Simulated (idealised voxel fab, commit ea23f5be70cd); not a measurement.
Herein follows the process module entitled voxel capacitor over wiring.
The width of the displayed cross-section, cut, is 225 nm; its cells are square, with a size of 5 nm.
If you're reading a cross-section in this doc, picture square cells in a grid; it comes to you as bands, top ones listed first down to the bottom, and a band can be one or more rows of cells.
Band: top and bottom heights (nm) first, top before bottom; then materials from left to right, widths in nm. "all across" marks a sole material filling the band edge to edge. "empty" denotes empty space.
Ref level 0: as-received wafer is one material below here. Bottom band extends down with no lower bound ("top 0, no bottom").
You'd read "30..40" like this: the band's top row of cells is as wide as the first number, its bottom row is as wide as the second, and going down, every row changes width by the same amount as the row before did.
Given "nothing altered" for a step, no cell of the cross-section differs between before and after that step.
"Sealed void listing" - sealed voids, min. 8 cells, no opening to top; format: width x height at distance (distance from left edge; nm throughout).
Formally, on a step line, whatever follows the settings is a remark that the simulator itself makes on the step.
Regarding "overlay nm": on a step with a mask, it is the distance the mask lay to the right of its planned place; a negative value places it to the left.
These are the steps we planned for the process
1) RECEIVE: material Si
2) CONFORMAL_DEP: material SiO2, thk nm 10
3) CONFORMAL_DEP: material SiN, thk nm 5
4) DIRECTIONAL_DEP: material lowk, thk nm 25
5) DIRECTIONAL_DEP: material aC, thk nm 15
6) PATTERN: tone open, mask id METAL_1, material resist, width nm 25, pitch nm 80, thk nm 30, overlay nm 0
7) DIRECTIONAL_ETCH: etch materials aC, depth nm 15
8) STRIP: etch materials resist
9) DIRECTIONAL_ETCH: etch materials lowk, depth nm 25
10) DIRECTIONAL_ETCH: etch materials SiN, depth nm 5
11) STRIP: etch materials aC
12) CONFORMAL_DEP: material TiN, thk nm 5
13) FILL_DEP: material Ru, thk nm 5
14) CMP: height nm 40
15) EPI: material Ru, thk nm 5
16) FILL_DEP: material SiCN, thk nm 5
17) DIRECTIONAL_DEP: material lowk, thk nm 20
18) DIRECTIONAL_DEP: material aC, thk nm 10
19) PATTERN: tone open, mask id PLUG_1, material resist, width nm 15, thk nm 25, overlay nm 0
20) DIRECTIONAL_ETCH: etch materials aC, depth nm 10
21) STRIP: etch materials resist
22) DIRECTIONAL_ETCH: etch materials lowk, depth nm 20
23) DIRECTIONAL_ETCH: etch materials SiCN, depth nm 5
24) STRIP: etch materials aC
25) EPI: material Ru, thk nm 10
26) EPI: material Ru, thk nm 10
27) EPI: material Ru, thk nm 5
28) DIRECTIONAL_DEP: material TiN, thk nm 10
29) DIRECTIONAL_DEP: material HfO2, thk nm 5
30) DIRECTIONAL_DEP: material TiN, thk nm 10
31) MASKED_ETCH: tone cover, mask id UPPER_PLATE, width nm 60, etch materials TiN, depth nm 10, overlay nm 0
32) MASKED_ETCH: tone cover, mask id UPPER_PLATE, width nm 60, etch materials HfO2, depth nm 5, overlay nm 0
33) MASKED_ETCH: tone cover, mask id LOWER_PLATE, width nm 70, etch materials TiN, depth nm 10, overlay nm 0
34) FILL_DEP: material SiO2, thk nm 15
35) CMP: height nm 105
36) MASKED_ETCH: tone open, mask id PLUG_2, width nm 15, etch materials SiO2, depth nm 10, overlay nm 0
37) CONFORMAL_DEP: material TiN, thk nm 5
38) FILL_DEP: material W, thk nm 10
39) CMP: height nm 105
40) CONFORMAL_DEP: material SiCN, thk nm 5
First out of two wafers; run went to plan
Wafer as received: cross-section following step 1
* top 0, no bottom  Si all across
* Sealed void listing: none
After step 2: wafer cross-section
* top 10, bottom 0  SiO2 all across
* Under the height 0 nothing was changed.
After step 3: wafer cross-section
* top 15, bottom 10  SiN all across
* Under the height 10 nothing was changed.
After step 4: wafer cross-section
* top 40, bottom 15  lowk all across
* Under the height 15 nothing was changed.
After step 5: wafer cross-section
* top 55, bottom 40  aC all across
* Under the height 40 nothing was changed.
After step 6: wafer cross-section
* top 85, bottom 55  resist=60 / empty=25 / resist=55 / empty=25 / resist=60
* Under the height 55 nothing was changed.
After step 7: wafer cross-section
* top 70, bottom 55  resist=60 / empty=25 / resist=55 / empty=25 / resist=60
* top 55, bottom 40  aC=60 / empty=25 / aC=55 / empty=25 / aC=60
* Under the height 40 nothing was changed.
After step 8: wafer cross-section
* top 55, bottom 40  aC=60 / empty=25 / aC=55 / empty=25 / aC=60
* Under the height 40 nothing was changed.
After step 9: wafer cross-section
* top 55, bottom 40  aC=60 / empty=25 / aC=55 / empty=25 / aC=60
* top 40, bottom 15  lowk=60 / empty=25 / lowk=55 / empty=25 / lowk=60
* Under the height 15 nothing was changed.
After step 10: wafer cross-section
* top 55, bottom 40  aC=60 / empty=25 / aC=55 / empty=25 / aC=60
* top 40, bottom 15  lowk=60 / empty=25 / lowk=55 / empty=25 / lowk=60
* top 15, bottom 10  SiN=60 / empty=25 / SiN=55 / empty=25 / SiN=60
* Under the height 10 nothing was changed.
After step 11: wafer cross-section
* top 40, bottom 15  lowk=60 / empty=25 / lowk=55 / empty=25 / lowk=60
* Under the height 15 nothing was changed.
After step 12: wafer cross-section
* top 45, bottom 40  TiN=65 / empty=15 / TiN=65 / empty=15 / TiN=65
* top 40, bottom 15  lowk=60 / TiN=5 / empty=15 / TiN=5 / lowk=55 / TiN=5 / empty=15 / TiN=5 / lowk=60
* top 15, bottom 10  SiN=60 / TiN=25 / SiN=55 / TiN=25 / SiN=60
* Under the height 10 nothing was changed.
After step 13: wafer cross-section
* top 50, bottom 45  Ru all across
* top 45, bottom 40  TiN=65 / Ru=15 / TiN=65 / Ru=15 / TiN=65
* top 40, bottom 15  lowk=60 / TiN=5 / Ru=15 / TiN=5 / lowk=55 / TiN=5 / Ru=15 / TiN=5 / lowk=60
* Under the height 15 nothing was changed.
After step 14: wafer cross-section
* top 40, bottom 15  lowk=60 / TiN=5 / Ru=15 / TiN=5 / lowk=55 / TiN=5 / Ru=15 / TiN=5 / lowk=60
* Under the height 15 nothing was changed.
After step 15: wafer cross-section
* top 45, bottom 40  empty=55 / Ru=35 / empty=45 / Ru=35 / empty=55
* Under the height 40 nothing was changed.
After step 16: wafer cross-section
* top 50, bottom 45  SiCN all across
* top 45, bottom 40  SiCN=55 / Ru=35 / SiCN=45 / Ru=35 / SiCN=55
* Under the height 40 nothing was changed.
After step 17: wafer cross-section
* top 70, bottom 50  lowk all across
* Under the height 50 nothing was changed.
After step 18: wafer cross-section
* top 80, bottom 70  aC all across
* Under the height 70 nothing was changed.
After step 19: wafer cross-section
* top 105, bottom 80  resist=70 / empty=15 / resist=140
* Under the height 80 nothing was changed.
After step 20: wafer cross-section
* top 95, bottom 80  resist=70 / empty=15 / resist=140
* top 80, bottom 70  aC=70 / empty=15 / aC=140
* Under the height 70 nothing was changed.
After step 21: wafer cross-section
* top 80, bottom 70  aC=70 / empty=15 / aC=140
* Under the height 70 nothing was changed.
After step 22: wafer cross-section
* top 80, bottom 70  aC=70 / empty=15 / aC=140
* top 70, bottom 50  lowk=70 / empty=15 / lowk=140
* Under the height 50 nothing was changed.
After step 23: wafer cross-section
* top 80, bottom 70  aC=70 / empty=15 / aC=140
* top 70, bottom 50  lowk=70 / empty=15 / lowk=140
* top 50, bottom 45  SiCN=70 / empty=15 / SiCN=140
* Under the height 45 nothing was changed.
After step 24: wafer cross-section
* top 70, bottom 50  lowk=70 / empty=15 / lowk=140
* Under the height 50 nothing was changed.
After step 25: wafer cross-section
* top 70, bottom 55  lowk=70 / empty=15 / lowk=140
* top 55, bottom 50  lowk=70 / Ru=15 / lowk=140
* top 50, bottom 45  SiCN=70 / Ru=15 / SiCN=140
* Under the height 45 nothing was changed.
After step 26: wafer cross-section
* top 70, bottom 65  lowk=70 / empty=15 / lowk=140
* top 65, bottom 50  lowk=70 / Ru=15 / lowk=140
* Under the height 50 nothing was changed.
After step 27: wafer cross-section
* top 70, bottom 50  lowk=70 / Ru=15 / lowk=140
* Under the height 50 nothing was changed.
After step 28: wafer cross-section
* top 80, bottom 70  TiN all across
* Under the height 70 nothing was changed.
After step 29: wafer cross-section
* top 85, bottom 80  HfO2 all across
* Under the height 80 nothing was changed.
After step 30: wafer cross-section
* top 95, bottom 85  TiN all across
* Under the height 85 nothing was changed.
After step 31: wafer cross-section
* top 95, bottom 85  empty=70 / TiN=60 / empty=95
* Under the height 85 nothing was changed.
After step 32: wafer cross-section
* top 95, bottom 85  empty=70 / TiN=60 / empty=95
* top 85, bottom 80  empty=70 / HfO2=60 / empty=95
* Under the height 80 nothing was changed.
After step 33: wafer cross-section
* top 95, bottom 85  empty=70 / TiN=60 / empty=95
* top 85, bottom 80  empty=70 / HfO2=60 / empty=95
* top 80, bottom 70  empty=65 / TiN=70 / empty=90
* Under the height 70 nothing was changed.
After step 34: wafer cross-section
* top 110, bottom 95  SiO2 all across
* top 95, bottom 85  SiO2=70 / TiN=60 / SiO2=95
* top 85, bottom 80  SiO2=70 / HfO2=60 / SiO2=95
* top 80, bottom 70  SiO2=65 / TiN=70 / SiO2=90
* Under the height 70 nothing was changed.
After step 35: wafer cross-section
* top 105, bottom 95  SiO2 all across
* Under the height 95 nothing was changed.
After step 36: wafer cross-section
* top 105, bottom 95  SiO2=80 / empty=15 / SiO2=130
* Under the height 95 nothing was changed.
After step 37: wafer cross-section
* top 110, bottom 105  TiN=85 / empty=5 / TiN=135
* top 105, bottom 100  SiO2=80 / TiN=5 / empty=5 / TiN=5 / SiO2=130
* top 100, bottom 95  SiO2=80 / TiN=15 / SiO2=130
* Under the height 95 nothing was changed.
After step 38: wafer cross-section
* top 120, bottom 110  W all across
* top 110, bottom 105  TiN=85 / W=5 / TiN=135
* top 105, bottom 100  SiO2=80 / TiN=5 / W=5 / TiN=5 / SiO2=130
* Under the height 100 nothing was changed.
After step 39: wafer cross-section
* top 105, bottom 100  SiO2=80 / TiN=5 / W=5 / TiN=5 / SiO2=130
* Under the height 100 nothing was changed.
After step 40: wafer cross-section
* top 110, bottom 105  SiCN all across
* Under the height 105 nothing was changed.
The second wafer began exactly as the first did and followed the same plan, but one mistake was made while running it; through step 16 inclusive, the two wafers are identical
At the planned end of step 17, the second wafer in cross-section
* top 65, bottom 50  lowk all across
* Under the height 50 nothing was changed.
At the planned end of step 18, the second wafer in cross-section
* top 75, bottom 65  aC all across
* Under the height 65 nothing was changed.
At the planned end of step 19, the second wafer in cross-section
* top 100, bottom 75  resist=70 / empty=15 / resist=140
* Under the height 75 nothing was changed.
At the planned end of step 20, the second wafer in cross-section
* top 90, bottom 75  resist=70 / empty=15 / resist=140
* top 75, bottom 65  aC=70 / empty=15 / aC=140
* Under the height 65 nothing was changed.
At the planned end of step 21, the second wafer in cross-section
* top 75, bottom 65  aC=70 / empty=15 / aC=140
* Under the height 65 nothing was changed.
At the planned end of step 22, the second wafer in cross-section
* top 75, bottom 65  aC=70 / empty=15 / aC=140
* top 65, bottom 50  lowk=70 / empty=15 / lowk=140
* Under the height 50 nothing was changed.
At the planned end of step 23, the second wafer in cross-section
* top 75, bottom 65  aC=70 / empty=15 / aC=140
* top 65, bottom 50  lowk=70 / empty=15 / lowk=140
* top 50, bottom 45  SiCN=70 / empty=15 / SiCN=140
* Under the height 45 nothing was changed.
At the planned end of step 24, the second wafer in cross-section
* top 65, bottom 50  lowk=70 / empty=15 / lowk=140
* Under the height 50 nothing was changed.
At the planned end of step 25, the second wafer in cross-section
* top 65, bottom 55  lowk=70 / empty=15 / lowk=140
* top 55, bottom 50  lowk=70 / Ru=15 / lowk=140
* top 50, bottom 45  SiCN=70 / Ru=15 / SiCN=140
* Under the height 45 nothing was changed.
At the planned end of step 26, the second wafer in cross-section
* top 65, bottom 50  lowk=70 / Ru=15 / lowk=140
* Under the height 50 nothing was changed.
At the planned end of step 27, the second wafer in cross-section
* top 70, bottom 65  empty=65 / Ru=25 / empty=135
* Under the height 65 nothing was changed.
At the planned end of step 28, the second wafer in cross-section
* top 80, bottom 75  empty=65 / TiN=25 / empty=135
* top 75, bottom 70  TiN all across
* top 70, bottom 65  TiN=65 / Ru=25 / TiN=135
* Under the height 65 nothing was changed.
At the planned end of step 29, the second wafer in cross-section
* top 85, bottom 80  empty=65 / HfO2=25 / empty=135
* top 80, bottom 75  HfO2=65 / TiN=25 / HfO2=135
* Under the height 75 nothing was changed.
At the planned end of step 30, the second wafer in cross-section
* top 95, bottom 90  empty=65 / TiN=25 / empty=135
* top 90, bottom 85  TiN all across
* top 85, bottom 80  TiN=65 / HfO2=25 / TiN=135
* Under the height 80 nothing was changed.
At the planned end of step 31, the second wafer in cross-section
* top 95, bottom 85  empty=70 / TiN=20..60 / empty=135..95
* top 85, bottom 80  empty=65 / HfO2=25 / TiN=40 / empty=95
* Under the height 80 nothing was changed.
At the planned end of step 32, the second wafer in cross-section
* top 95, bottom 85  empty=70 / TiN=20..60 / empty=135..95
* top 85, bottom 80  empty=70 / HfO2=20 / TiN=40 / empty=95
* top 80, bottom 75  empty=65 / TiN=25 / HfO2=40 / empty=95
* Under the height 75 nothing was changed.
At the planned end of step 33, the second wafer in cross-section
* top 95, bottom 85  empty=70 / TiN=20..60 / empty=135..95
* top 85, bottom 80  empty=70 / HfO2=20 / TiN=40 / empty=95
* top 80, bottom 75  empty=65 / TiN=25 / HfO2=40 / empty=95
* top 75, bottom 70  empty=65 / TiN=70 / empty=90
* top 70, bottom 65  empty=65 / Ru=25 / TiN=45 / empty=90
* Under the height 65 nothing was changed.
At the planned end of step 34, the second wafer in cross-section
* top 110, bottom 95  SiO2 all across
* top 95, bottom 85  SiO2=70 / TiN=20..60 / SiO2=135..95
* top 85, bottom 80  SiO2=70 / HfO2=20 / TiN=40 / SiO2=95
* top 80, bottom 75  SiO2=65 / TiN=25 / HfO2=40 / SiO2=95
* top 75, bottom 70  SiO2=65 / TiN=70 / SiO2=90
* top 70, bottom 65  SiO2=65 / Ru=25 / TiN=45 / SiO2=90
* Under the height 65 nothing was changed.
At the planned end of step 35, the second wafer in cross-section
* top 105, bottom 95  SiO2 all across
* Under the height 95 nothing was changed.
At the planned end of step 36, the second wafer in cross-section
* top 105, bottom 95  SiO2=80 / empty=15 / SiO2=130
* Under the height 95 nothing was changed.
At the planned end of step 37, the second wafer in cross-section
* top 110, bottom 105  TiN=85 / empty=5 / TiN=135
* top 105, bottom 100  SiO2=80 / TiN=5 / empty=5 / TiN=5 / SiO2=130
* top 100, bottom 90  SiO2=80..70 / TiN=15..20 / SiO2=130..135
* Under the height 90 nothing was changed.
At the planned end of step 38, the second wafer in cross-section
* top 120, bottom 110  W all across
* top 110, bottom 105  TiN=85 / W=5 / TiN=135
* top 105, bottom 100  SiO2=80 / TiN=5 / W=5 / TiN=5 / SiO2=130
* Under the height 100 nothing was changed.
At the planned end of step 39, the second wafer in cross-section
* top 105, bottom 100  SiO2=80 / TiN=5 / W=5 / TiN=5 / SiO2=130
* Under the height 100 nothing was changed.
At the planned end of step 40, the second wafer in cross-section
* top 110, bottom 105  SiCN all across
* Under the height 105 nothing was changed.
Against the plan, the run slipped here: step 17 deviated from plan and actually ran as DIRECTIONAL_DEP: material lowk, thk nm 15
Final wafer comparison in cells, second versus first, more or fewer per material: +2 Ru, +40 SiO2, -42 lowk
